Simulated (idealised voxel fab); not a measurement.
The following process module bears the name voxel self aligned contacts.
Each square cell in cross-section cut measures 5 nm, and the section as a whole is 290 nm wide.
A cross-section in this document is a grid of square cells, and it is written down as bands, the top band listed before the ones below it; a band is made up of one or more rows of cells.
The entry gives the band's vertical extent as a top height and a bottom height in nm, then its horizontal make-up as materials from left to right, each with a width in nm. "blank" stands for empty space; a single material marked "everywhere" fills the band edge to edge.
A quick word on heights: they are counted from 0, and under that level the wafer as it came to us is one material throughout. The lowest band is different from the rest in having no bottom; it simply continues downward, written as in "0 down".
So if you see something like "30 to 40" for the width, read it as the top row of the band sitting at the first number and the bottom row at the second, with every row in between moving by the same amount as the last.
For the purposes of this document, the phrase "identical to before" attached to a step denotes that no cell within the cross-section was modified by that step.
"Closed internal voids" specifies each empty space that is not open to the top and that occupies no fewer than 8 cells, using the form width x height at distance, the distance measured from the left edge and all three quantities in nm.
Post-settings text on a step line: simulator's own remark regarding the step.
Among the settings permitted on a step's line is "overlay nm"; applied to a step with a mask, it specifies the extent to which the mask lay to the right of its planned position, whereas a negative figure signifies a position to the left.
### Here's what the planned process steps look like
1) RECEIVE: material Si
2) CONFORMAL_DEP: material SiO2, thk nm 5
3) DIRECTIONAL_DEP: material polySi, thk nm 20
4) DIRECTIONAL_DEP: material SiN, thk nm 25
5) DIRECTIONAL_DEP: material aC, thk nm 15
6) PATTERN: tone cover, mask id GATE, material resist, width nm 30, pitch nm 65, thk nm 35, overlay nm 0
7) DIRECTIONAL_ETCH: etch materials aC, depth nm 15
8) STRIP: etch materials resist
9) DIRECTIONAL_ETCH: etch materials SiN, depth nm 25
10) DIRECTIONAL_ETCH: etch materials polySi, depth nm 20
11) STRIP: etch materials aC
12) CONFORMAL_DEP: material SiN, thk nm 10
13) DIRECTIONAL_ETCH: etch materials SiN, depth nm 10
14) FILL_DEP: material SiO2, thk nm 15
15) CMP: height nm 60
16) DIRECTIONAL_DEP: material aC, thk nm 10
17) PATTERN: tone open, mask id CONTACT, material resist, width nm 45, pitch nm 65, thk nm 25, overlay nm 0
18) DIRECTIONAL_ETCH: etch materials aC, depth nm 10
19) STRIP: etch materials resist
20) DIRECTIONAL_ETCH: etch materials SiO2, depth nm 60
21) STRIP: etch materials aC
22) CONFORMAL_DEP: material TiN, thk nm 5
23) FILL_DEP: material Ru, thk nm 10
24) CMP: height nm 60
25) CONFORMAL_DEP: material SiN, thk nm 5
### Cross-section of the wafer at receipt, which is the condition after step 1
    0 down | Si everywhere
    Closed internal voids: none
### Here's the cross-section of the first of our two wafers at the end of the module - it ran as planned
    65 to 60 | SiN everywhere
    60 to 50 | SiO2 90 / TiN 5 to 20 / Ru 35 to 5 / TiN 5 to 20 / SiO2 20 / TiN 5 to 20 / Ru 35 to 5 / TiN 5 to 20 / SiO2 90
    50 to 25 | SiO2 55 / SiN 50 / TiN 5 / Ru 5 / TiN 5 / SiN 50 / TiN 5 / Ru 5 / TiN 5 / SiN 50 / SiO2 55
    25 to 5 | SiO2 55 / SiN 10 / polySi 30 / SiN 10 / TiN 5 / Ru 5 / TiN 5 / SiN 10 / polySi 30 / SiN 10 / TiN 5 / Ru 5 / TiN 5 / SiN 10 / polySi 30 / SiN 10 / SiO2 55
    5 to 0 | SiO2 105 / TiN 15 / SiO2 50 / TiN 15 / SiO2 105
    0 down | Si everywhere
    Closed internal voids: none
### End of module, second wafer, cross-section. Started like the first, planned like the first, run with one mistake
    65 to 60 | SiN everywhere
    60 to 50 | SiO2 90 / TiN 5 to 20 / Ru 35 to 5 / TiN 5 to 20 / SiO2 20 / TiN 5 to 20 / Ru 35 to 5 / TiN 5 to 20 / SiO2 90
    50 to 25 | SiO2 55 / SiN 50 / TiN 5 / Ru 5 / TiN 5 / SiN 50 / TiN 5 / Ru 5 / TiN 5 / SiN 50 / SiO2 55
    25 to 20 | SiO2 55 / SiN 10 / polySi 30 / SiN 10 / TiN 5 / Ru 5 / TiN 5 / SiN 10 / polySi 30 / SiN 10 / TiN 5 / Ru 5 / TiN 5 / SiN 10 / polySi 30 / SiN 10 / SiO2 55
    20 to 15 | SiO2 55 / SiN 10 / polySi 30 / SiN 10 / TiN 15 / SiN 10 / polySi 30 / SiN 10 / TiN 15 / SiN 10 / polySi 30 / SiN 10 / SiO2 55
    15 to 5 | SiN 65 / polySi 30 / SiN 35 / polySi 30 / SiN 35 / polySi 30 / SiN 65
    5 to 0 | SiO2 everywhere
    0 down | Si everywhere
    Closed internal voids: none
Run error: the processing plan was not followed for steps 12 and 13, which were run with their positions exchanged
Heads up, by the end the second wafer has more or fewer cells of some materials compared to the first: Ru: 6 fewer; SiN: 56 more; SiO2: 38 fewer; TiN: 12 fewer
